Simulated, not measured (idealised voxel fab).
The document below concerns the process module designated voxel transistor to metal.
We display cut, a cross-section 185 nm in width whose square cells are each 5 nm.
Cross-section, as written here: a square-cell grid given band by band from the top down, where a band holds one or more rows of cells.
In this notation a band is specified by the heights of its top and bottom, in that order and in nm, after which its materials appear from left to right, each paired with its width in nm. The word "edge to edge" attached to a single material means that material fills the band from edge to edge; the word "blank" stands for empty space.
Counting heights begins at 0, where everything beneath is, in the wafer as received, one material. The lowest band has no bottom; it goes on downwards, as "from 0 down" shows.
So if you see something like "30 to 40" for the width, read it as the top row of the band sitting at the first number and the bottom row at the second, with every row in between moving by the same amount as the last.
"same as before" (step): cross-section cells unchanged, all of them.
In the "Closed void register" entry, you get each enclosed empty space of 8 cells or more, one with no open way to the top, written width x height at distance, distance from the left edge, in nm.
Formally, on a step line, whatever follows the settings is a remark that the simulator itself makes on the step.
"overlay nm", when on a step's line for a step with a mask, measures how far to the right of its planned place the mask lay; a negative measure means to the left.
For the reader: what remains of this document is a series of pairs, each showing a cross-section before one process step and a cross-section after that step which reaches down only to the lowest band that changed, with the step between them and its settings set out under the pair. It should not be assumed that a pair continues from the pair above it; the pairs can come from different runs of this module on the same starting wafer, and such continuity exists only where the entry headed "Pre-step cross-section" says so.

# Pre-step cross-section
    from 40 to 25 = SiCN 85 nm; blank 15 nm; SiCN 85 nm
    from 25 to 0 = polySi 85 nm; blank 15 nm; polySi 85 nm
    from 0 to -5 = SiO2 edge to edge
    from -5 to -25 = SiO2 45 nm; Si 95 nm; SiO2 45 nm
    from -25 down = Si edge to edge
    Closed void register: none

# Sectional View, Post-Process
    from 45 to 40 = SiO2 90 nm; blank 5 nm; SiO2 90 nm
    from 40 to 25 = SiCN 85 nm; SiO2 5 nm; blank 5 nm; SiO2 5 nm; SiCN 85 nm
    from 25 to 5 = polySi 85 nm; SiO2 5 nm; blank 5 nm; SiO2 5 nm; polySi 85 nm
    from 5 to 0 = polySi 85 nm; SiO2 15 nm; polySi 85 nm
    Note: structure below 0 unchanged.
    Closed void register: none
Step that separates the before view from the after view above: op CONFORMAL_DEP | material SiO2 | thk nm 5

Pre-step cross-section: taken from the pair above, after panel.

# Sectional View, Post-Process
    from 40 to 25 = SiCN 85 nm; SiO2 5 nm; blank 5 nm; SiO2 5 nm; SiCN 85 nm
    from 25 to 0 = polySi 85 nm; SiO2 5 nm; blank 5 nm; SiO2 5 nm; polySi 85 nm
    Note: structure below 0 unchanged.
    Closed void register: none
Step that separates the before view from the after view above: op DIRECTIONAL_ETCH | etch materials SiO2 | depth nm 5

Pre-step cross-section: taken from the pair above, after panel.

# Sectional View, Post-Process
    from 45 to 40 = SiN edge to edge
    from 40 to 25 = SiCN 85 nm; SiO2 5 nm; SiN 5 nm; SiO2 5 nm; SiCN 85 nm
    from 25 to 0 = polySi 85 nm; SiO2 5 nm; SiN 5 nm; SiO2 5 nm; polySi 85 nm
    Note: structure below 0 unchanged.
    Closed void register: none
Step that separates the before view from the after view above: op CONFORMAL_DEP | material SiN | thk nm 5

Pre-step cross-section: taken from the pair above, after panel.

# Sectional View, Post-Process
    from 40 to 25 = SiCN 85 nm; SiO2 5 nm; SiN 5 nm; SiO2 5 nm; SiCN 85 nm
    Note: structure below 25 unchanged.
    Closed void register: none
Step that separates the before view from the after view above: op DIRECTIONAL_ETCH | etch materials SiN | depth nm 5

Pre-step cross-section: taken from the pair above, after panel.

# Sectional View, Post-Process
    from 40 to 35 = SiCN 85 nm; blank 5 nm; SiN 5 nm; blank 5 nm; SiCN 85 nm
    Note: structure below 35 unchanged.
    Closed void register: none
Step that separates the before view from the after view above: op DIRECTIONAL_ETCH | etch materials SiO2 | depth nm 5

Pre-step cross-section: taken from the pair above, after panel.

# Sectional View, Post-Process
    from 50 to 40 = SiO2 edge to edge
    from 40 to 25 = SiCN 85 nm; SiO2 5 nm; SiN 5 nm; SiO2 5 nm; SiCN 85 nm
    Note: structure below 25 unchanged.
    Closed void register: none
Step that separates the before view from the after view above: op FILL_DEP | material SiO2 | thk nm 10

Pre-step cross-section: taken from the pair above, after panel.

# Sectional View, Post-Process
    from 40 to 25 = SiCN 85 nm; SiO2 5 nm; SiN 5 nm; SiO2 5 nm; SiCN 85 nm
    Note: structure below 25 unchanged.
    Closed void register: none
Step that separates the before view from the after view above: op CMP | height nm 40

Pre-step cross-section: taken from the pair above, after panel.

# Sectional View, Post-Process
    from 50 to 40 = SiO2 edge to edge
    Note: structure below 40 unchanged.
    Closed void register: none
Step that separates the before view from the after view above: op DIRECTIONAL_DEP | material SiO2 | thk nm 10

Pre-step cross-section: taken from the pair above, after panel.

# Sectional View, Post-Process
    from 65 to 50 = resist 45 nm; blank 20 nm; resist 55 nm; blank 20 nm; resist 45 nm
    Note: structure below 50 unchanged.
    Closed void register: none
Step that separates the before view from the after view above: op PATTERN | tone open | mask id CONTACT | material resist | width nm 20 | pitch nm 75 | thk nm 15 | overlay nm 0

Pre-step cross-section: taken from the pair above, after panel.

# Sectional View, Post-Process
    from 65 to 50 = resist 45 nm; blank 20 nm; resist 55 nm; blank 20 nm; resist 45 nm
    from 50 to 40 = SiO2 45 nm; blank 20 nm; SiO2 55 nm; blank 20 nm; SiO2 45 nm
    Note: structure below 40 unchanged.
    Closed void register: none
Step that separates the before view from the after view above: op DIRECTIONAL_ETCH | etch materials SiO2 | depth nm 50

Pre-step cross-section: taken from the pair above, after panel.

# Sectional View, Post-Process
    from 50 to 40 = SiO2 45 nm; blank 20 nm; SiO2 55 nm; blank 20 nm; SiO2 45 nm
    Note: structure below 40 unchanged.
    Closed void register: none
Step that separates the before view from the after view above: op STRIP | etch materials resist

Pre-step cross-section: taken from the pair above, after panel.

# Sectional View, Post-Process
    from 55 to 50 = TiN 50 nm; blank 10 nm; TiN 65 nm; blank 10 nm; TiN 50 nm
    from 50 to 45 = SiO2 45 nm; TiN 5 nm; blank 10 nm; TiN 5 nm; SiO2 55 nm; TiN 5 nm; blank 10 nm; TiN 5 nm; SiO2 45 nm
    from 45 to 40 = SiO2 45 nm; TiN 20 nm; SiO2 55 nm; TiN 20 nm; SiO2 45 nm
    Note: structure below 40 unchanged.
    Closed void register: none
Step that separates the before view from the after view above: op CONFORMAL_DEP | material TiN | thk nm 5

Pre-step cross-section: taken from the pair above, after panel.

# Sectional View, Post-Process
    from 65 to 55 = W edge to edge
    from 55 to 50 = TiN 50 nm; W 10 nm; TiN 65 nm; W 10 nm; TiN 50 nm
    from 50 to 45 = SiO2 45 nm; TiN 5 nm; W 10 nm; TiN 5 nm; SiO2 55 nm; TiN 5 nm; W 10 nm; TiN 5 nm; SiO2 45 nm
    Note: structure below 45 unchanged.
    Closed void register: none
Step that separates the before view from the after view above: op FILL_DEP | material W | thk nm 10

Pre-step cross-section: taken from the pair above, after panel.

# Sectional View, Post-Process
    from 50 to 45 = SiO2 45 nm; TiN 5 nm; W 10 nm; TiN 5 nm; SiO2 55 nm; TiN 5 nm; W 10 nm; TiN 5 nm; SiO2 45 nm
    Note: structure below 45 unchanged.
    Closed void register: none
Step that separates the before view from the after view above: op CMP | height nm 50

Pre-step cross-section: taken from the pair above, after panel.

# Sectional View, Post-Process
    from 55 to 50 = TiN edge to edge
    Note: structure below 50 unchanged.
    Closed void register: none
Step that separates the before view from the after view above: op DIRECTIONAL_DEP | material TiN | thk nm 5

Pre-step cross-section: taken from the pair above, after panel.

# Sectional View, Post-Process
    from 80 to 55 = Ru edge to edge
    Note: structure below 55 unchanged.
    Closed void register: none
Step that separates the before view from the after view above: op DIRECTIONAL_DEP | material Ru | thk nm 25

Pre-step cross-section: taken from the pair above, after panel.

# Sectional View, Post-Process
    from 90 to 80 = aC edge to edge
    Note: structure below 80 unchanged.
    Closed void register: none
Step that separates the before view from the after view above: op DIRECTIONAL_DEP | material aC | thk nm 10

Pre-step cross-section: taken from the pair above, after panel.

# Sectional View, Post-Process
    from 120 to 90 = blank 45 nm; resist 20 nm; blank 55 nm; resist 20 nm; blank 45 nm
    Note: structure below 90 unchanged.
    Closed void register: none
Step that separates the before view from the after view above: op PATTERN | tone cover | mask id METAL_1 | material resist | width nm 20 | pitch nm 75 | thk nm 30 | overlay nm 0

Pre-step cross-section: taken from the pair above, after panel.

# Sectional View, Post-Process
    from 110 to 90 = blank 45 nm; resist 20 nm; blank 55 nm; resist 20 nm; blank 45 nm
    from 90 to 80 = blank 45 nm; aC 20 nm; blank 55 nm; aC 20 nm; blank 45 nm
    Note: structure below 80 unchanged.
    Closed void register: none
Step that separates the before view from the after view above: op DIRECTIONAL_ETCH | etch materials aC | depth nm 10

Pre-step cross-section: taken from the pair above, after panel.

# Sectional View, Post-Process
    from 90 to 80 = blank 45 nm; aC 20 nm; blank 55 nm; aC 20 nm; blank 45 nm
    Note: structure below 80 unchanged.
    Closed void register: none
Step that separates the before view from the after view above: op STRIP | etch materials resist

Pre-step cross-section: taken from the pair above, after panel.

# Sectional View, Post-Process
    from 90 to 80 = blank 45 nm; aC 20 nm; blank 55 nm; aC 20 nm; blank 45 nm
    from 80 to 55 = blank 45 nm; Ru 20 nm; blank 55 nm; Ru 20 nm; blank 45 nm
    Note: structure below 55 unchanged.
    Closed void register: none
Step that separates the before view from the after view above: op DIRECTIONAL_ETCH | etch materials Ru | depth nm 25

Pre-step cross-section: taken from the pair above, after panel.

# Sectional View, Post-Process
    from 90 to 80 = blank 45 nm; aC 20 nm; blank 55 nm; aC 20 nm; blank 45 nm
    from 80 to 55 = blank 45 nm; Ru 20 nm; blank 55 nm; Ru 20 nm; blank 45 nm
    from 55 to 50 = blank 45 nm; TiN 20 nm; blank 55 nm; TiN 20 nm; blank 45 nm
    Note: structure below 50 unchanged.
    Closed void register: none
Step that separates the before view from the after view above: op DIRECTIONAL_ETCH | etch materials TiN | depth nm 5

Pre-step cross-section: taken from the pair above, after panel.

# Sectional View, Post-Process
    from 80 to 55 = blank 45 nm; Ru 20 nm; blank 55 nm; Ru 20 nm; blank 45 nm
    Note: structure below 55 unchanged.
    Closed void register: none
Step that separates the before view from the after view above: op STRIP | etch materials aC

Pre-step cross-section: taken from the pair above, after panel.

# Sectional View, Post-Process
    from 85 to 80 = blank 40 nm; SiN 30 nm; blank 45 nm; SiN 30 nm; blank 40 nm
    from 80 to 55 = blank 40 nm; SiN 5 nm; Ru 20 nm; SiN 5 nm; blank 45 nm; SiN 5 nm; Ru 20 nm; SiN 5 nm; blank 40 nm
    from 55 to 50 = SiN 45 nm; TiN 20 nm; SiN 55 nm; TiN 20 nm; SiN 45 nm
    Note: structure below 50 unchanged.
    Closed void register: none
Step that separates the before view from the after view above: op CONFORMAL_DEP | material SiN | thk nm 5

Pre-step cross-section: taken from the pair above, after panel.

# Sectional View, Post-Process
    from 90 to 85 = lowk edge to edge
    from 85 to 80 = lowk 40 nm; SiN 30 nm; lowk 45 nm; SiN 30 nm; lowk 40 nm
    from 80 to 55 = lowk 40 nm; SiN 5 nm; Ru 20 nm; SiN 5 nm; lowk 45 nm; SiN 5 nm; Ru 20 nm; SiN 5 nm; lowk 40 nm
    Note: structure below 55 unchanged.
    Closed void register: none
Step that separates the before view from the after view above: op FILL_DEP | material lowk | thk nm 5

Pre-step cross-section: taken from the pair above, after panel.

# Sectional View, Post-Process
    from 80 to 55 = lowk 40 nm; SiN 5 nm; Ru 20 nm; SiN 5 nm; lowk 45 nm; SiN 5 nm; Ru 20 nm; SiN 5 nm; lowk 40 nm
    Note: structure below 55 unchanged.
    Closed void register: none
Step that separates the before view from the after view above: op CMP | height nm 80

Pre-step cross-section: taken from the pair above, after panel.

# Sectional View, Post-Process
    from 85 to 80 = SiCN edge to edge
    Note: structure below 80 unchanged.
    Closed void register: none
Step that separates the before view from the after view above: op CONFORMAL_DEP | material SiCN | thk nm 5
